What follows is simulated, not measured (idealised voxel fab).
process module | voxel released beams
cross-section cut | 145 nm wide | cells 5 nm
A cross-section is a grid of square cells, given in bands from the top down. A band is one or more rows of cells.
Each band's line starts with the height of the band's top and of its bottom, in nm. Then come its materials from left to right, each with its width in nm. One material with "throughout" fills the band from edge to edge. "air" is empty space.
Height 0 is the level under which the wafer as received is all one material. The lowest band goes on downwards, as in "0 down".
A width such as "30 to 40" changes by the same amount from each row of cells to the next, from the band's top row to its bottom row.
"no change" after a step means that no cell of the cross-section changed.
closed voids: empty space of 8 cells or more with no open way to the top, each as width x height at its distance from the left edge, in nm
after a step's settings: what the simulator itself notes on the step
overlay nm, on a step with a mask: how far to the right of its planned place the mask lay; to the left if negative
plan
1 op RECEIVE | material Si
2 op CONFORMAL_DEP | material Al2O3 | thk nm 10
3 op DIRECTIONAL_DEP | material SiO2 | thk nm 10
4 op MASKED_ETCH | tone open | mask id ANCHOR | width nm 40 | etch materials SiO2 | depth nm 10 | overlay nm 0
5 op CONFORMAL_DEP | material SiN | thk nm 15
6 op MASKED_ETCH | tone cover | mask id BEAM | width nm 85 | etch materials SiN | depth nm 15 | overlay nm 0
7 op STRIP | etch materials SiO2
first wafer, as planned
as received, after step 1
  0 down: Si throughout
  closed voids: none
after step 2
  10 to 0: Al2O3 throughout
  below 0: unchanged
after step 3
  20 to 10: SiO2 throughout
  below 10: unchanged
after step 4
  20 to 10: SiO2 30 | air 40 | SiO2 75
  below 10: unchanged
after step 5
  35 to 25: SiN 45 | air 10 | SiN 90
  25 to 20: SiN throughout
  20 to 10: SiO2 30 | SiN 40 | SiO2 75
  below 10: unchanged
after step 6
  35 to 25: air 25 | SiN 20 | air 10 | SiN 55 | air 35
  25 to 20: air 25 | SiN 85 | air 35
  below 20: unchanged
after step 7
  35 to 25: air 25 | SiN 20 | air 10 | SiN 55 | air 35
  25 to 20: air 25 | SiN 85 | air 35
  20 to 10: air 30 | SiN 40 | air 75
  below 10: unchanged
second wafer: like start, like plan, one mistake. Through step 5 it matches the first wafer
when step 6 should have ended
  35 to 20: SiN 25 | air 85 | SiN 35
  20 to 10: SiO2 30 | SiN 15 | air 10 | SiN 15 | SiO2 75
  below 10: unchanged
when step 7 should have ended
  20 to 10: air 30 | SiN 15 | air 10 | SiN 15 | air 75
  below 10: unchanged
what went wrong: step 6 ran as: op MASKED_ETCH | tone open | mask id BEAM | width nm 85 | etch materials SiN | depth nm 15 | overlay nm 0
at the end the second wafer has, in cells: 51 fewer of SiN
